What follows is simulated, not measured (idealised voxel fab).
The process module that follows is named voxel capacitor over wiring.
Square cell edge 5 nm, section width 230 nm, ID cut.
How to read a cross-section here: the picture is a grid of square cells, written as bands going from the top down, and any band can span one or more rows of cells. Basically the band line says how high the top is and how high the bottom is, in nm, and then what's in it from left to right, every material with its width in nm. Empty space shows up as "blank", and if a single material carries "full width" it runs the full band edge to edge. Height datum 0, below which the as-received substrate wafer is one material. Lowest band open at the bottom, running downward: "from 0 down". Quick explanation for "30->40": the width changes in equal steps down the rows of cells, from the first number in the band's top row to the second number in its bottom row. No cell of the cross-section changed in a step that is given as "no modifications". Voids not open to the top, 8 cells minimum: see "Closed void inventory". Written width x height at distance; distance is from the left edge; nm. On a step's line, text after the settings is the simulator commenting on that step. overlay nm, on a step with a mask: how far to the right of its planned place the mask lay; to the left if negative. Heads up before you read on: it's before/after pairs around one process step each, after side only down to the lowest band that changed, step plus settings under the pair. Pairs can be from different runs of this module, same starting wafer, so only chain a pair onto the one above if its "Pre-process cross-section" entry says so.
### Pre-process cross-section
from 0 down: Si full width
Closed void inventory: none
### Post-Step Cross-Section
from 15 to 0: SiO2 full width
Below 0 it's all the same as before, nothing changed down there.
Closed void inventory: none
Between before and after above, the operation and settings are CONFORMAL_DEP (material SiO2; thk nm 15)
Pre-process cross-section: the after view from the pair directly above serves as the before view here.
### Post-Step Cross-Section
from 20 to 15: SiCN full width
Below 15 it's all the same as before, nothing changed down there.
Closed void inventory: none
Between before and after above, the operation and settings are CONFORMAL_DEP (material SiCN; thk nm 5)
Pre-process cross-section: the after view from the pair directly above serves as the before view here.
### Post-Step Cross-Section
from 45 to 20: lowk full width
Below 20 it's all the same as before, nothing changed down there.
Closed void inventory: none
Between before and after above, the operation and settings are DIRECTIONAL_DEP (material lowk; thk nm 25)
Pre-process cross-section: the after view from the pair directly above serves as the before view here.
### Post-Step Cross-Section
from 60 to 45: aC full width
Below 45 it's all the same as before, nothing changed down there.
Closed void inventory: none
Between before and after above, the operation and settings are DIRECTIONAL_DEP (material aC; thk nm 15)
Pre-process cross-section: the after view from the pair directly above serves as the before view here.
### Post-Step Cross-Section
from 95 to 60: 55 nm resist / 25 nm blank / 70 nm resist / 25 nm blank / 55 nm resist
Below 60 it's all the same as before, nothing changed down there.
Closed void inventory: none
Between before and after above, the operation and settings are PATTERN (tone open; mask id METAL_1; material resist; width nm 25; pitch nm 95; thk nm 35; overlay nm 0)
Pre-process cross-section: the after view from the pair directly above serves as the before view here.
### Post-Step Cross-Section
from 80 to 60: 55 nm resist / 25 nm blank / 70 nm resist / 25 nm blank / 55 nm resist
from 60 to 45: 55 nm aC / 25 nm blank / 70 nm aC / 25 nm blank / 55 nm aC
Below 45 it's all the same as before, nothing changed down there.
Closed void inventory: none
Between before and after above, the operation and settings are DIRECTIONAL_ETCH (etch materials aC; depth nm 15)
Pre-process cross-section: the after view from the pair directly above serves as the before view here.
### Post-Step Cross-Section
from 60 to 45: 55 nm aC / 25 nm blank / 70 nm aC / 25 nm blank / 55 nm aC
Below 45 it's all the same as before, nothing changed down there.
Closed void inventory: none
Between before and after above, the operation and settings are STRIP (etch materials resist)
Pre-process cross-section: the after view from the pair directly above serves as the before view here.
### Post-Step Cross-Section
from 60 to 45: 55 nm aC / 25 nm blank / 70 nm aC / 25 nm blank / 55 nm aC
from 45 to 20: 55 nm lowk / 25 nm blank / 70 nm lowk / 25 nm blank / 55 nm lowk
Below 20 it's all the same as before, nothing changed down there.
Closed void inventory: none
Between before and after above, the operation and settings are DIRECTIONAL_ETCH (etch materials lowk; depth nm 25)
Pre-process cross-section: the after view from the pair directly above serves as the before view here.
### Post-Step Cross-Section
from 60 to 45: 55 nm aC / 25 nm blank / 70 nm aC / 25 nm blank / 55 nm aC
from 45 to 20: 55 nm lowk / 25 nm blank / 70 nm lowk / 25 nm blank / 55 nm lowk
from 20 to 15: 55 nm SiCN / 25 nm blank / 70 nm SiCN / 25 nm blank / 55 nm SiCN
Below 15 it's all the same as before, nothing changed down there.
Closed void inventory: none
Between before and after above, the operation and settings are DIRECTIONAL_ETCH (etch materials SiCN; depth nm 5)
Pre-process cross-section: the after view from the pair directly above serves as the before view here.
### Post-Step Cross-Section
from 45 to 20: 55 nm lowk / 25 nm blank / 70 nm lowk / 25 nm blank / 55 nm lowk
Below 20 it's all the same as before, nothing changed down there.
Closed void inventory: none
Between before and after above, the operation and settings are STRIP (etch materials aC)
Pre-process cross-section: the after view from the pair directly above serves as the before view here.
### Post-Step Cross-Section
from 50 to 45: 60 nm TiN / 15 nm blank / 80 nm TiN / 15 nm blank / 60 nm TiN
from 45 to 20: 55 nm lowk / 5 nm TiN / 15 nm blank / 5 nm TiN / 70 nm lowk / 5 nm TiN / 15 nm blank / 5 nm TiN / 55 nm lowk
from 20 to 15: 55 nm SiCN / 25 nm TiN / 70 nm SiCN / 25 nm TiN / 55 nm SiCN
Below 15 it's all the same as before, nothing changed down there.
Closed void inventory: none
Between before and after above, the operation and settings are CONFORMAL_DEP (material TiN; thk nm 5)
Pre-process cross-section: the after view from the pair directly above serves as the before view here.
### Post-Step Cross-Section
from 55 to 50: Ru full width
from 50 to 45: 60 nm TiN / 15 nm Ru / 80 nm TiN / 15 nm Ru / 60 nm TiN
from 45 to 20: 55 nm lowk / 5 nm TiN / 15 nm Ru / 5 nm TiN / 70 nm lowk / 5 nm TiN / 15 nm Ru / 5 nm TiN / 55 nm lowk
Below 20 it's all the same as before, nothing changed down there.
Closed void inventory: none
Between before and after above, the operation and settings are FILL_DEP (material Ru; thk nm 5)
Pre-process cross-section: the after view from the pair directly above serves as the before view here.
### Post-Step Cross-Section
from 45 to 20: 55 nm lowk / 5 nm TiN / 15 nm Ru / 5 nm TiN / 70 nm lowk / 5 nm TiN / 15 nm Ru / 5 nm TiN / 55 nm lowk
Below 20 it's all the same as before, nothing changed down there.
Closed void inventory: none
Between before and after above, the operation and settings are CMP (height nm 45)
Pre-process cross-section: the after view from the pair directly above serves as the before view here.
### Post-Step Cross-Section
from 50 to 45: SiCN full width
Below 45 it's all the same as before, nothing changed down there.
Closed void inventory: none
Between before and after above, the operation and settings are CONFORMAL_DEP (material SiCN; thk nm 5)
Pre-process cross-section: the after view from the pair directly above serves as the before view here.
### Post-Step Cross-Section
from 65 to 50: lowk full width
Below 50 it's all the same as before, nothing changed down there.
Closed void inventory: none
Between before and after above, the operation and settings are DIRECTIONAL_DEP (material lowk; thk nm 15)
Pre-process cross-section: the after view from the pair directly above serves as the before view here.
### Post-Step Cross-Section
from 80 to 65: aC full width
Below 65 it's all the same as before, nothing changed down there.
Closed void inventory: none
Between before and after above, the operation and settings are DIRECTIONAL_DEP (material aC; thk nm 15)
Pre-process cross-section: the after view from the pair directly above serves as the before view here.
### Post-Step Cross-Section
from 110 to 80: 65 nm resist / 15 nm blank / 150 nm resist
Below 80 it's all the same as before, nothing changed down there.
Closed void inventory: none
Between before and after above, the operation and settings are PATTERN (tone open; mask id PLUG_1; material resist; width nm 15; thk nm 30; overlay nm 0)
Pre-process cross-section: the after view from the pair directly above serves as the before view here.
### Post-Step Cross-Section
from 95 to 80: 65 nm resist / 15 nm blank / 150 nm resist
from 80 to 65: 65 nm aC / 15 nm blank / 150 nm aC
Below 65 it's all the same as before, nothing changed down there.
Closed void inventory: none
Between before and after above, the operation and settings are DIRECTIONAL_ETCH (etch materials aC; depth nm 15)
Pre-process cross-section: the after view from the pair directly above serves as the before view here.
### Post-Step Cross-Section
from 80 to 65: 65 nm aC / 15 nm blank / 150 nm aC
Below 65 it's all the same as before, nothing changed down there.
Closed void inventory: none
Between before and after above, the operation and settings are STRIP (etch materials resist)
Pre-process cross-section: the after view from the pair directly above serves as the before view here.
### Post-Step Cross-Section
from 80 to 65: 65 nm aC / 15 nm blank / 150 nm aC
from 65 to 50: 65 nm lowk / 15 nm blank / 150 nm lowk
Below 50 it's all the same as before, nothing changed down there.
Closed void inventory: none
Between before and after above, the operation and settings are DIRECTIONAL_ETCH (etch materials lowk; depth nm 15)
Pre-process cross-section: the after view from the pair directly above serves as the before view here.
### Post-Step Cross-Section
from 80 to 65: 65 nm aC / 15 nm blank / 150 nm aC
from 65 to 50: 65 nm lowk / 15 nm blank / 150 nm lowk
from 50 to 45: 65 nm SiCN / 15 nm blank / 150 nm SiCN
Below 45 it's all the same as before, nothing changed down there.
Closed void inventory: none
Between before and after above, the operation and settings are DIRECTIONAL_ETCH (etch materials SiCN; depth nm 5)
Pre-process cross-section: the after view from the pair directly above serves as the before view here.
### Post-Step Cross-Section
from 65 to 50: 65 nm lowk / 15 nm blank / 150 nm lowk
Below 50 it's all the same as before, nothing changed down there.
Closed void inventory: none
Between before and after above, the operation and settings are STRIP (etch materials aC)
Pre-process cross-section: the after view from the pair directly above serves as the before view here.
### Post-Step Cross-Section
from 70 to 65: 70 nm TiN / 5 nm blank / 155 nm TiN
from 65 to 50: 65 nm lowk / 5 nm TiN / 5 nm blank / 5 nm TiN / 150 nm lowk
from 50 to 45: 65 nm SiCN / 15 nm TiN / 150 nm SiCN
Below 45 it's all the same as before, nothing changed down there.
Closed void inventory: none
Between before and after above, the operation and settings are CONFORMAL_DEP (material TiN; thk nm 5)
Pre-process cross-section: the after view from the pair directly above serves as the before view here.
### Post-Step Cross-Section
from 75 to 70: W full width
from 70 to 65: 70 nm TiN / 5 nm W / 155 nm TiN
from 65 to 50: 65 nm lowk / 5 nm TiN / 5 nm W / 5 nm TiN / 150 nm lowk
Below 50 it's all the same as before, nothing changed down there.
Closed void inventory: none
Between before and after above, the operation and settings are FILL_DEP (material W; thk nm 5)
Pre-process cross-section: the after view from the pair directly above serves as the before view here.
### Post-Step Cross-Section
from 65 to 50: 65 nm lowk / 5 nm TiN / 5 nm W / 5 nm TiN / 150 nm lowk
Below 50 it's all the same as before, nothing changed down there.
Closed void inventory: none
Between before and after above, the operation and settings are CMP (height nm 65)
Pre-process cross-section: the after view from the pair directly above serves as the before view here.
### Post-Step Cross-Section
from 70 to 65: TiN full width
Below 65 it's all the same as before, nothing changed down there.
Closed void inventory: none
Between before and after above, the operation and settings are DIRECTIONAL_DEP (material TiN; thk nm 5)
Pre-process cross-section: the after view from the pair directly above serves as the before view here.
### Post-Step Cross-Section
from 75 to 70: Al2O3 full width
Below 70 it's all the same as before, nothing changed down there.
Closed void inventory: none
Between before and after above, the operation and settings are DIRECTIONAL_DEP (material Al2O3; thk nm 5)
Pre-process cross-section: the after view from the pair directly above serves as the before view here.
### Post-Step Cross-Section
from 80 to 75: TiN full width
Below 75 it's all the same as before, nothing changed down there.
Closed void inventory: none
Between before and after above, the operation and settings are DIRECTIONAL_DEP (material TiN; thk nm 5)
Pre-process cross-section: the after view from the pair directly above serves as the before view here.
### Post-Step Cross-Section
from 90 to 80: aC full width
Below 80 it's all the same as before, nothing changed down there.
Closed void inventory: none
Between before and after above, the operation and settings are DIRECTIONAL_DEP (material aC; thk nm 10)
Pre-process cross-section: the after view from the pair directly above serves as the before view here.
### Post-Step Cross-Section
from 120 to 90: 65 nm blank / 75 nm resist / 90 nm blank
Below 90 it's all the same as before, nothing changed down there.
Closed void inventory: none
Between before and after above, the operation and settings are PATTERN (tone cover; mask id UPPER_PLATE; material resist; width nm 75; thk nm 30; overlay nm 0)
Pre-process cross-section: the after view from the pair directly above serves as the before view here.
### Post-Step Cross-Section
from 110 to 90: 65 nm blank / 75 nm resist / 90 nm blank
from 90 to 80: 65 nm blank / 75 nm aC / 90 nm blank
Below 80 it's all the same as before, nothing changed down there.
Closed void inventory: none
Between before and after above, the operation and settings are DIRECTIONAL_ETCH (etch materials aC; depth nm 10)
Pre-process cross-section: the after view from the pair directly above serves as the before view here.
### Post-Step Cross-Section
from 90 to 80: 65 nm blank / 75 nm aC / 90 nm blank
Below 80 it's all the same as before, nothing changed down there.
Closed void inventory: none
Between before and after above, the operation and settings are STRIP (etch materials resist)
Pre-process cross-section: the after view from the pair directly above serves as the before view here.
### Post-Step Cross-Section
from 90 to 80: 65 nm blank / 75 nm aC / 90 nm blank
from 80 to 75: 65 nm blank / 75 nm TiN / 90 nm blank
Below 75 it's all the same as before, nothing changed down there.
Closed void inventory: none
Between before and after above, the operation and settings are DIRECTIONAL_ETCH (etch materials TiN; depth nm 5)
Pre-process cross-section: the after view from the pair directly above serves as the before view here.
### Post-Step Cross-Section
from 90 to 80: 65 nm blank / 75 nm aC / 90 nm blank
from 80 to 75: 65 nm blank / 75 nm TiN / 90 nm blank
from 75 to 70: 65 nm blank / 75 nm Al2O3 / 90 nm blank
Below 70 it's all the same as before, nothing changed down there.
Closed void inventory: none
Between before and after above, the operation and settings are DIRECTIONAL_ETCH (etch materials Al2O3; depth nm 5)
Pre-process cross-section: the after view from the pair directly above serves as the before view here.
### Post-Step Cross-Section
from 80 to 75: 65 nm blank / 75 nm TiN / 90 nm blank
Below 75 it's all the same as before, nothing changed down there.
Closed void inventory: none
Between before and after above, the operation and settings are STRIP (etch materials aC)
Pre-process cross-section: the after view from the pair directly above serves as the before view here.
### Post-Step Cross-Section
from 80 to 75: 65 nm blank / 75 nm TiN / 90 nm blank
from 75 to 70: 65 nm blank / 75 nm Al2O3 / 90 nm blank
from 70 to 65: 60 nm blank / 85 nm TiN / 85 nm blank
Below 65 it's all the same as before, nothing changed down there.
Closed void inventory: none
Between before and after above, the operation and settings are MASKED_ETCH (tone cover; mask id LOWER_PLATE; width nm 85; etch materials TiN; depth nm 5; overlay nm 0)
Pre-process cross-section: the after view from the pair directly above serves as the before view here.
### Post-Step Cross-Section
from 100 to 80: SiO2 full width
from 80 to 75: 65 nm SiO2 / 75 nm TiN / 90 nm SiO2
from 75 to 70: 65 nm SiO2 / 75 nm Al2O3 / 90 nm SiO2
from 70 to 65: 60 nm SiO2 / 85 nm TiN / 85 nm SiO2
Below 65 it's all the same as before, nothing changed down there.
Closed void inventory: none
Between before and after above, the operation and settings are FILL_DEP (material SiO2; thk nm 20)
Pre-process cross-section: the after view from the pair directly above serves as the before view here.
### Post-Step Cross-Section
from 95 to 80: SiO2 full width
Below 80 it's all the same as before, nothing changed down there.
Closed void inventory: none
Between before and after above, the operation and settings are CMP (height nm 95)
Pre-process cross-section: the after view from the pair directly above serves as the before view here.
### Post-Step Cross-Section
from 110 to 95: 75 nm resist / 15 nm blank / 140 nm resist
Below 95 it's all the same as before, nothing changed down there.
Closed void inventory: none
Between before and after above, the operation and settings are PATTERN (tone open; mask id PLUG_2; material resist; width nm 15; thk nm 15; overlay nm 0)
Pre-process cross-section: the after view from the pair directly above serves as the before view here.
### Post-Step Cross-Section
from 110 to 95: 75 nm resist / 15 nm blank / 140 nm resist
from 95 to 80: 75 nm SiO2 / 15 nm blank / 140 nm SiO2
Below 80 it's all the same as before, nothing changed down there.
Closed void inventory: none
Between before and after above, the operation and settings are DIRECTIONAL_ETCH (etch materials SiO2; depth nm 15)
Pre-process cross-section: the after view from the pair directly above serves as the before view here.
### Post-Step Cross-Section
from 95 to 80: 75 nm SiO2 / 15 nm blank / 140 nm SiO2
Below 80 it's all the same as before, nothing changed down there.
Closed void inventory: none
Between before and after above, the operation and settings are STRIP (etch materials resist)
Pre-process cross-section: the after view from the pair directly above serves as the before view here.
### Post-Step Cross-Section
from 100 to 95: 80 nm TiN / 5 nm blank / 145 nm TiN
from 95 to 85: 75 nm SiO2 / 5 nm TiN / 5 nm blank / 5 nm TiN / 140 nm SiO2
from 85 to 75: 75->65 nm SiO2 / 15->75 nm TiN / 140->90 nm SiO2
Below 75 it's all the same as before, nothing changed down there.
Closed void inventory: none
Between before and after above, the operation and settings are CONFORMAL_DEP (material TiN; thk nm 5)
Pre-process cross-section: the after view from the pair directly above serves as the before view here.
### Post-Step Cross-Section
from 105 to 100: Cu full width
from 100 to 95: 80 nm TiN / 5 nm Cu / 145 nm TiN
from 95 to 85: 75 nm SiO2 / 5 nm TiN / 5 nm Cu / 5 nm TiN / 140 nm SiO2
Below 85 it's all the same as before, nothing changed down there.
Closed void inventory: none
Between before and after above, the operation and settings are FILL_DEP (material Cu; thk nm 5)
Pre-process cross-section: the after view from the pair directly above serves as the before view here.
### Post-Step Cross-Section
from 95 to 85: 75 nm SiO2 / 5 nm TiN / 5 nm Cu / 5 nm TiN / 140 nm SiO2
Below 85 it's all the same as before, nothing changed down there.
Closed void inventory: none
Between before and after above, the operation and settings are CMP (height nm 95)
Pre-process cross-section: the after view from the pair directly above serves as the before view here.
### Post-Step Cross-Section
from 100 to 95: SiCN full width
Below 95 it's all the same as before, nothing changed down there.
Closed void inventory: none
Between before and after above, the operation and settings are CONFORMAL_DEP (material SiCN; thk nm 5)
### Pre-process cross-section
from 70 to 65: TiN full width
from 65 to 50: 65 nm lowk / 5 nm TiN / 5 nm W / 5 nm TiN / 150 nm lowk
from 50 to 45: 65 nm SiCN / 15 nm TiN / 150 nm SiCN
from 45 to 20: 55 nm lowk / 5 nm TiN / 15 nm Ru / 5 nm TiN / 70 nm lowk / 5 nm TiN / 15 nm Ru / 5 nm TiN / 55 nm lowk
from 20 to 15: 55 nm SiCN / 25 nm TiN / 70 nm SiCN / 25 nm TiN / 55 nm SiCN
from 15 to 0: SiO2 full width
from 0 down: Si full width
Closed void inventory: none
### Post-Step Cross-Section
from 75 to 65: TiN full width
Below 65 it's all the same as before, nothing changed down there.
Closed void inventory: none
Between before and after above, the operation and settings are DIRECTIONAL_DEP (material TiN; thk nm 5)
Pre-process cross-section: the after view from the pair directly above serves as the before view here.
### Post-Step Cross-Section
from 85 to 75: aC full width
Below 75 it's all the same as before, nothing changed down there.
Closed void inventory: none
Between before and after above, the operation and settings are DIRECTIONAL_DEP (material aC; thk nm 10)
Pre-process cross-section: the after view from the pair directly above serves as the before view here.
### Post-Step Cross-Section
from 115 to 85: 65 nm blank / 75 nm resist / 90 nm blank
Below 85 it's all the same as before, nothing changed down there.
Closed void inventory: none
Between before and after above, the operation and settings are PATTERN (tone cover; mask id UPPER_PLATE; material resist; width nm 75; thk nm 30; overlay nm 0)
Pre-process cross-section: the after view from the pair directly above serves as the before view here.
### Post-Step Cross-Section
from 105 to 85: 65 nm blank / 75 nm resist / 90 nm blank
from 85 to 75: 65 nm blank / 75 nm aC / 90 nm blank
Below 75 it's all the same as before, nothing changed down there.
Closed void inventory: none
Between before and after above, the operation and settings are DIRECTIONAL_ETCH (etch materials aC; depth nm 10)
Pre-process cross-section: the after view from the pair directly above serves as the before view here.
### Post-Step Cross-Section
from 85 to 75: 65 nm blank / 75 nm aC / 90 nm blank
Below 75 it's all the same as before, nothing changed down there.
Closed void inventory: none
Between before and after above, the operation and settings are STRIP (etch materials resist)
Pre-process cross-section: the after view from the pair directly above serves as the before view here.
### Post-Step Cross-Section
from 85 to 75: 65 nm blank / 75 nm aC / 90 nm blank
from 75 to 70: 65 nm blank / 75 nm TiN / 90 nm blank
Below 70 it's all the same as before, nothing changed down there.
Closed void inventory: none
Between before and after above, the operation and settings are DIRECTIONAL_ETCH (etch materials TiN; depth nm 5)
Pre-process cross-section: the after view from the pair directly above serves as the before view here.
### Post-Step Cross-Section
from 75 to 70: 65 nm blank / 75 nm TiN / 90 nm blank
Below 70 it's all the same as before, nothing changed down there.
Closed void inventory: none
Between before and after above, the operation and settings are STRIP (etch materials aC)
Pre-process cross-section: the after view from the pair directly above serves as the before view here.
### Post-Step Cross-Section
from 75 to 65: 65->60 nm blank / 75->85 nm TiN / 90->85 nm blank
Below 65 it's all the same as before, nothing changed down there.
Closed void inventory: none
Between before and after above, the operation and settings are MASKED_ETCH (tone cover; mask id LOWER_PLATE; width nm 85; etch materials TiN; depth nm 5; overlay nm 0)
Pre-process cross-section: the after view from the pair directly above serves as the before view here.
### Post-Step Cross-Section
from 95 to 75: SiO2 full width
from 75 to 65: 65->60 nm SiO2 / 75->85 nm TiN / 90->85 nm SiO2
Below 65 it's all the same as before, nothing changed down there.
Closed void inventory: none
Between before and after above, the operation and settings are FILL_DEP (material SiO2; thk nm 20)
Pre-process cross-section: the after view from the pair directly above serves as the before view here.
### Post-Step Cross-Section
from 110 to 95: 75 nm resist / 15 nm blank / 140 nm resist
Below 95 it's all the same as before, nothing changed down there.
Closed void inventory: none
Between before and after above, the operation and settings are PATTERN (tone open; mask id PLUG_2; material resist; width nm 15; thk nm 15; overlay nm 0)
Pre-process cross-section: the after view from the pair directly above serves as the before view here.
### Post-Step Cross-Section
from 110 to 95: 75 nm resist / 15 nm blank / 140 nm resist
from 95 to 80: 75 nm SiO2 / 15 nm blank / 140 nm SiO2
Below 80 it's all the same as before, nothing changed down there.
Closed void inventory: none
Between before and after above, the operation and settings are DIRECTIONAL_ETCH (etch materials SiO2; depth nm 15)
Pre-process cross-section: the after view from the pair directly above serves as the before view here.
### Post-Step Cross-Section
from 95 to 80: 75 nm SiO2 / 15 nm blank / 140 nm SiO2
Below 80 it's all the same as before, nothing changed down there.
Closed void inventory: none
Between before and after above, the operation and settings are STRIP (etch materials resist)
Pre-process cross-section: the after view from the pair directly above serves as the before view here.
### Post-Step Cross-Section
from 100 to 95: 80 nm TiN / 5 nm blank / 145 nm TiN
from 95 to 85: 75 nm SiO2 / 5 nm TiN / 5 nm blank / 5 nm TiN / 140 nm SiO2
from 85 to 80: 75 nm SiO2 / 15 nm TiN / 140 nm SiO2
Below 80 it's all the same as before, nothing changed down there.
Closed void inventory: none
Between before and after above, the operation and settings are CONFORMAL_DEP (material TiN; thk nm 5)
Pre-process cross-section: the after view from the pair directly above serves as the before view here.
### Post-Step Cross-Section
from 105 to 100: Cu full width
from 100 to 95: 80 nm TiN / 5 nm Cu / 145 nm TiN
from 95 to 85: 75 nm SiO2 / 5 nm TiN / 5 nm Cu / 5 nm TiN / 140 nm SiO2
Below 85 it's all the same as before, nothing changed down there.
Closed void inventory: none
Between before and after above, the operation and settings are FILL_DEP (material Cu; thk nm 5)
Pre-process cross-section: the after view from the pair directly above serves as the before view here.
### Post-Step Cross-Section
from 95 to 85: 75 nm SiO2 / 5 nm TiN / 5 nm Cu / 5 nm TiN / 140 nm SiO2
Below 85 it's all the same as before, nothing changed down there.
Closed void inventory: none
Between before and after above, the operation and settings are CMP (height nm 95)
Pre-process cross-section: the after view from the pair directly above serves as the before view here.
### Post-Step Cross-Section
from 100 to 95: SiCN full width
Below 95 it's all the same as before, nothing changed down there.
Closed void inventory: none
Between before and after above, the operation and settings are CONFORMAL_DEP (material SiCN; thk nm 5)
### Pre-process cross-section
from 15 to 0: SiO2 full width
from 0 down: Si full width
Closed void inventory: none
### Post-Step Cross-Section
from 30 to 0: SiO2 full width
Below 0 it's all the same as before, nothing changed down there.
Closed void inventory: none
Between before and after above, the operation and settings are CONFORMAL_DEP (material SiO2; thk nm 15)
Pre-process cross-section: the after view from the pair directly above serves as the before view here.
### Post-Step Cross-Section
from 35 to 30: SiCN full width
Below 30 it's all the same as before, nothing changed down there.
Closed void inventory: none
Between before and after above, the operation and settings are CONFORMAL_DEP (material SiCN; thk nm 5)
Pre-process cross-section: the after view from the pair directly above serves as the before view here.
### Post-Step Cross-Section
from 60 to 35: lowk full width
Below 35 it's all the same as before, nothing changed down there.
Closed void inventory: none
Between before and after above, the operation and settings are DIRECTIONAL_DEP (material lowk; thk nm 25)
Pre-process cross-section: the after view from the pair directly above serves as the before view here.
### Post-Step Cross-Section
from 75 to 60: aC full width
Below 60 it's all the same as before, nothing changed down there.
Closed void inventory: none
Between before and after above, the operation and settings are DIRECTIONAL_DEP (material aC; thk nm 15)
Pre-process cross-section: the after view from the pair directly above serves as the before view here.
### Post-Step Cross-Section
from 110 to 75: 55 nm resist / 25 nm blank / 70 nm resist / 25 nm blank / 55 nm resist
Below 75 it's all the same as before, nothing changed down there.
Closed void inventory: none
Between before and after above, the operation and settings are PATTERN (tone open; mask id METAL_1; material resist; width nm 25; pitch nm 95; thk nm 35; overlay nm 0)
Pre-process cross-section: the after view from the pair directly above serves as the before view here.
### Post-Step Cross-Section
from 95 to 75: 55 nm resist / 25 nm blank / 70 nm resist / 25 nm blank / 55 nm resist
from 75 to 60: 55 nm aC / 25 nm blank / 70 nm aC / 25 nm blank / 55 nm aC
Below 60 it's all the same as before, nothing changed down there.
Closed void inventory: none
Between before and after above, the operation and settings are DIRECTIONAL_ETCH (etch materials aC; depth nm 15)
Pre-process cross-section: the after view from the pair directly above serves as the before view here.
### Post-Step Cross-Section
from 75 to 60: 55 nm aC / 25 nm blank / 70 nm aC / 25 nm blank / 55 nm aC
Below 60 it's all the same as before, nothing changed down there.
Closed void inventory: none
Between before and after above, the operation and settings are STRIP (etch materials resist)
Pre-process cross-section: the after view from the pair directly above serves as the before view here.
### Post-Step Cross-Section
from 75 to 60: 55 nm aC / 25 nm blank / 70 nm aC / 25 nm blank / 55 nm aC
from 60 to 35: 55 nm lowk / 25 nm blank / 70 nm lowk / 25 nm blank / 55 nm lowk
Below 35 it's all the same as before, nothing changed down there.
Closed void inventory: none
Between before and after above, the operation and settings are DIRECTIONAL_ETCH (etch materials lowk; depth nm 25)
Pre-process cross-section: the after view from the pair directly above serves as the before view here.
### Post-Step Cross-Section
from 75 to 60: 55 nm aC / 25 nm blank / 70 nm aC / 25 nm blank / 55 nm aC
from 60 to 35: 55 nm lowk / 25 nm blank / 70 nm lowk / 25 nm blank / 55 nm lowk
from 35 to 30: 55 nm SiCN / 25 nm blank / 70 nm SiCN / 25 nm blank / 55 nm SiCN
Below 30 it's all the same as before, nothing changed down there.
Closed void inventory: none
Between before and after above, the operation and settings are DIRECTIONAL_ETCH (etch materials SiCN; depth nm 5)
Pre-process cross-section: the after view from the pair directly above serves as the before view here.
### Post-Step Cross-Section
from 60 to 35: 55 nm lowk / 25 nm blank / 70 nm lowk / 25 nm blank / 55 nm lowk
Below 35 it's all the same as before, nothing changed down there.
Closed void inventory: none
Between before and after above, the operation and settings are STRIP (etch materials aC)
Pre-process cross-section: the after view from the pair directly above serves as the before view here.
### Post-Step Cross-Section
from 65 to 60: 60 nm TiN / 15 nm blank / 80 nm TiN / 15 nm blank / 60 nm TiN
from 60 to 35: 55 nm lowk / 5 nm TiN / 15 nm blank / 5 nm TiN / 70 nm lowk / 5 nm TiN / 15 nm blank / 5 nm TiN / 55 nm lowk
from 35 to 30: 55 nm SiCN / 25 nm TiN / 70 nm SiCN / 25 nm TiN / 55 nm SiCN
Below 30 it's all the same as before, nothing changed down there.
Closed void inventory: none
Between before and after above, the operation and settings are CONFORMAL_DEP (material TiN; thk nm 5)
Pre-process cross-section: the after view from the pair directly above serves as the before view here.
### Post-Step Cross-Section
from 70 to 65: Ru full width
from 65 to 60: 60 nm TiN / 15 nm Ru / 80 nm TiN / 15 nm Ru / 60 nm TiN
from 60 to 35: 55 nm lowk / 5 nm TiN / 15 nm Ru / 5 nm TiN / 70 nm lowk / 5 nm TiN / 15 nm Ru / 5 nm TiN / 55 nm lowk
Below 35 it's all the same as before, nothing changed down there.
Closed void inventory: none
Between before and after above, the operation and settings are FILL_DEP (material Ru; thk nm 5)
Pre-process cross-section: the after view from the pair directly above serves as the before view here.
### Post-Step Cross-Section
from 45 to 35: 55 nm lowk / 5 nm TiN / 15 nm Ru / 5 nm TiN / 70 nm lowk / 5 nm TiN / 15 nm Ru / 5 nm TiN / 55 nm lowk
Below 35 it's all the same as before, nothing changed down there.
Closed void inventory: none
Between before and after above, the operation and settings are CMP (height nm 45)
Pre-process cross-section: the after view from the pair directly above serves as the before view here.
### Post-Step Cross-Section
from 50 to 45: SiCN full width
Below 45 it's all the same as before, nothing changed down there.
Closed void inventory: none
Between before and after above, the operation and settings are CONFORMAL_DEP (material SiCN; thk nm 5)
Pre-process cross-section: the after view from the pair directly above serves as the before view here.
### Post-Step Cross-Section
from 65 to 50: lowk full width
Below 50 it's all the same as before, nothing changed down there.
Closed void inventory: none
Between before and after above, the operation and settings are DIRECTIONAL_DEP (material lowk; thk nm 15)
Pre-process cross-section: the after view from the pair directly above serves as the before view here.
### Post-Step Cross-Section
from 80 to 65: aC full width
Below 65 it's all the same as before, nothing changed down there.
Closed void inventory: none
Between before and after above, the operation and settings are DIRECTIONAL_DEP (material aC; thk nm 15)
Pre-process cross-section: the after view from the pair directly above serves as the before view here.
### Post-Step Cross-Section
from 110 to 80: 65 nm resist / 15 nm blank / 150 nm resist
Below 80 it's all the same as before, nothing changed down there.
Closed void inventory: none
Between before and after above, the operation and settings are PATTERN (tone open; mask id PLUG_1; material resist; width nm 15; thk nm 30; overlay nm 0)
Pre-process cross-section: the after view from the pair directly above serves as the before view here.
### Post-Step Cross-Section
from 95 to 80: 65 nm resist / 15 nm blank / 150 nm resist
from 80 to 65: 65 nm aC / 15 nm blank / 150 nm aC
Below 65 it's all the same as before, nothing changed down there.
Closed void inventory: none
Between before and after above, the operation and settings are DIRECTIONAL_ETCH (etch materials aC; depth nm 15)
Pre-process cross-section: the after view from the pair directly above serves as the before view here.
### Post-Step Cross-Section
from 80 to 65: 65 nm aC / 15 nm blank / 150 nm aC
Below 65 it's all the same as before, nothing changed down there.
Closed void inventory: none
Between before and after above, the operation and settings are STRIP (etch materials resist)
Pre-process cross-section: the after view from the pair directly above serves as the before view here.
### Post-Step Cross-Section
from 80 to 65: 65 nm aC / 15 nm blank / 150 nm aC
from 65 to 50: 65 nm lowk / 15 nm blank / 150 nm lowk
Below 50 it's all the same as before, nothing changed down there.
Closed void inventory: none
Between before and after above, the operation and settings are DIRECTIONAL_ETCH (etch materials lowk; depth nm 15)
Pre-process cross-section: the after view from the pair directly above serves as the before view here.
### Post-Step Cross-Section
from 80 to 65: 65 nm aC / 15 nm blank / 150 nm aC
from 65 to 50: 65 nm lowk / 15 nm blank / 150 nm lowk
from 50 to 45: 65 nm SiCN / 15 nm blank / 150 nm SiCN
Below 45 it's all the same as before, nothing changed down there.
Closed void inventory: none
Between before and after above, the operation and settings are DIRECTIONAL_ETCH (etch materials SiCN; depth nm 5)
Pre-process cross-section: the after view from the pair directly above serves as the before view here.
### Post-Step Cross-Section
from 65 to 50: 65 nm lowk / 15 nm blank / 150 nm lowk
Below 50 it's all the same as before, nothing changed down there.
Closed void inventory: none
Between before and after above, the operation and settings are STRIP (etch materials aC)
